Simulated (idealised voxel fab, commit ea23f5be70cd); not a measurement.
process module | voxel ribs on slabs
cross-section cut | 265 nm wide | cells 5 nm
A cross-section is a grid of square cells, given in bands from the top down. A band is one or more rows of cells.
Each band's line starts with the height of the band's top and of its bottom, in nm. Then come its materials from left to right, each with its width in nm. One material with "throughout" fills the band from edge to edge. "air" is empty space.
Height 0 is the level under which the wafer as received is all one material. The lowest band goes on downwards, as in "0 down".
A width such as "30 to 40" changes by the same amount from each row of cells to the next, from the band's top row to its bottom row.
"no change" after a step means that no cell of the cross-section changed.
closed voids: empty space of 8 cells or more with no open way to the top, each as width x height at its distance from the left edge, in nm
after a step's settings: what the simulator itself notes on the step
overlay nm, on a step with a mask: how far to the right of its planned place the mask lay; to the left if negative
plan
1 op RECEIVE | material Si
2 op DIRECTIONAL_DEP | material SiO2 | thk nm 25
3 op DIRECTIONAL_DEP | material SiN | thk nm 20
4 op MASKED_ETCH | tone cover | mask id RIB | width nm 20 | etch materials SiN | depth nm 15 | overlay nm 0
5 op PATTERN | tone cover | mask id SLAB | material resist | width nm 60 | thk nm 15 | overlay nm 0
6 op DIRECTIONAL_ETCH | etch materials SiN | depth nm 5
7 op STRIP | etch materials resist
8 op FILL_DEP | material SiO2 | thk nm 30
9 op CMP | height nm 65
10 op DIRECTIONAL_DEP | material W | thk nm 10
11 op PATTERN | tone cover | mask id HEATER | material resist | width nm 30 | thk nm 20 | overlay nm 0
12 op DIRECTIONAL_ETCH | etch materials W | depth nm 10
13 op STRIP | etch materials resist
14 op CONFORMAL_DEP | material SiO2 | thk nm 10
as received, after step 1
  0 down: Si throughout
  closed voids: none
first wafer at the end, as planned
  85 to 75: air 105 | SiO2 50 | air 110
  75 to 65: SiO2 115 | W 30 | SiO2 120
  65 to 45: SiO2 throughout
  45 to 30: SiO2 120 | SiN 20 | SiO2 125
  30 to 25: SiO2 100 | SiN 60 | SiO2 105
  25 to 0: SiO2 throughout
  0 down: Si throughout
  closed voids: none
second wafer at the end: like start, like plan, one mistake
  85 to 75: air 105 | SiO2 50 | air 110
  75 to 65: SiO2 115 | W 30 | SiO2 120
  65 to 20: SiO2 throughout
  20 to 0: SiN throughout
  0 down: Si throughout
  closed voids: none
what went wrong: steps 2 and 3 were swapped
at the end the second wafer has, in cells: 188 more of SiN | 188 fewer of SiO2
